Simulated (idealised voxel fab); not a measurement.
This is a process module. Its name is voxel plated lines.
For reference, the cross-section in this document is cut, with width 285 nm and square cells of 5 nm.
Notation: cross-section as square-cell grid; stated in bands, top first, going down; one or more cell rows per band. Band: top and bottom heights (nm) first, top before bottom; then materials from left to right, widths in nm. "all across" marks a sole material filling the band edge to edge. "blank" denotes empty space. Basically, 0 is our baseline, since under it the wafer straight out of the box is all one material. The bottom band has no lower end and keeps on going down, so it looks like "0..down". The notation "30 to 40" denotes a width that varies across the rows of cells in the band, beginning at the first number in the top row, finishing at the second number in the bottom row, and changing by an identical amount from each row to the next. The designation "no alteration", where it is given for a processing step, indicates that no cell of the cross-section was altered in the course of that step. Entry "Encapsulated voids" = empty spaces >= 8 cells with no open way to the top; each as width x height at distance, distance from left edge, all nm. Past the settings on a step's line: simulator remark, on that step. The "overlay nm" setting may appear on a step's line; for a step that uses a mask, it gives how far to the right of its planned position the mask lay, and a negative value indicates the left.

Listed below are the process steps as planned:
step 1: RECEIVE [material Si]
step 2: CONFORMAL_DEP [material SiN] [thk nm 5]
step 3: DIRECTIONAL_DEP [material TiN] [thk nm 5]
step 4: PATTERN [tone open] [mask id LINES] [material resist] [width nm 30] [pitch nm 60] [thk nm 15] [overlay nm 0]
step 5: EPI [material Ru] [thk nm 10]
step 6: STRIP [etch materials resist]
step 7: DIRECTIONAL_ETCH [etch materials TiN] [depth nm 5]
step 8: CONFORMAL_DEP [material SiN] [thk nm 10]
Don't read the plan's thk nm for step 2 as applying to every wafer: that's the first wafer's value, and the wafers differ in it, though they all start identical.

The as-received cross-section of the first of several wafers corresponds to the state after step 1:
0..down = Si all across
Encapsulated voids: none

First of several wafers: cross-section at the end of the module, after step 8, its last step:
30..20 = blank 85 / SiN 50 / blank 10 / SiN 50 / blank 90
20..15 = blank 85 / SiN 10 / Ru 30 / SiN 10 / blank 10 / SiN 10 / Ru 30 / SiN 10 / blank 90
15..10 = SiN 95 / Ru 30 / SiN 30 / Ru 30 / SiN 100
10..5 = SiN 95 / TiN 30 / SiN 30 / TiN 30 / SiN 100
5..0 = SiN all across
0..down = Si all across
Encapsulated voids: none

Showing the last wafer in cross-section at the end of the module:
50..40 = blank 85 / SiN 50 / blank 10 / SiN 50 / blank 90
40..35 = blank 85 / SiN 10 / Ru 30 / SiN 10 / blank 10 / SiN 10 / Ru 30 / SiN 10 / blank 90
35..30 = SiN 95 / Ru 30 / SiN 30 / Ru 30 / SiN 100
30..25 = SiN 95 / TiN 30 / SiN 30 / TiN 30 / SiN 100
25..0 = SiN all across
0..down = Si all across
Encapsulated voids: none

Here is how to read the rows: every wafer has a row, and it shows the wafer at the end of the module, giving for each material how many cells were gained (+) or lost (-) since the wafer was received, then listing its closed voids:
thk nm 5, +24 Ru, +195 SiN, +12 TiN, Encapsulated voids: none
thk nm 10, +24 Ru, +252 SiN, +12 TiN, Encapsulated voids: none
thk nm 15, +24 Ru, +309 SiN, +12 TiN, Encapsulated voids: none
thk nm 20, +24 Ru, +366 SiN, +12 TiN, Encapsulated voids: none
thk nm 25, +24 Ru, +423 SiN, +12 TiN, Encapsulated voids: none
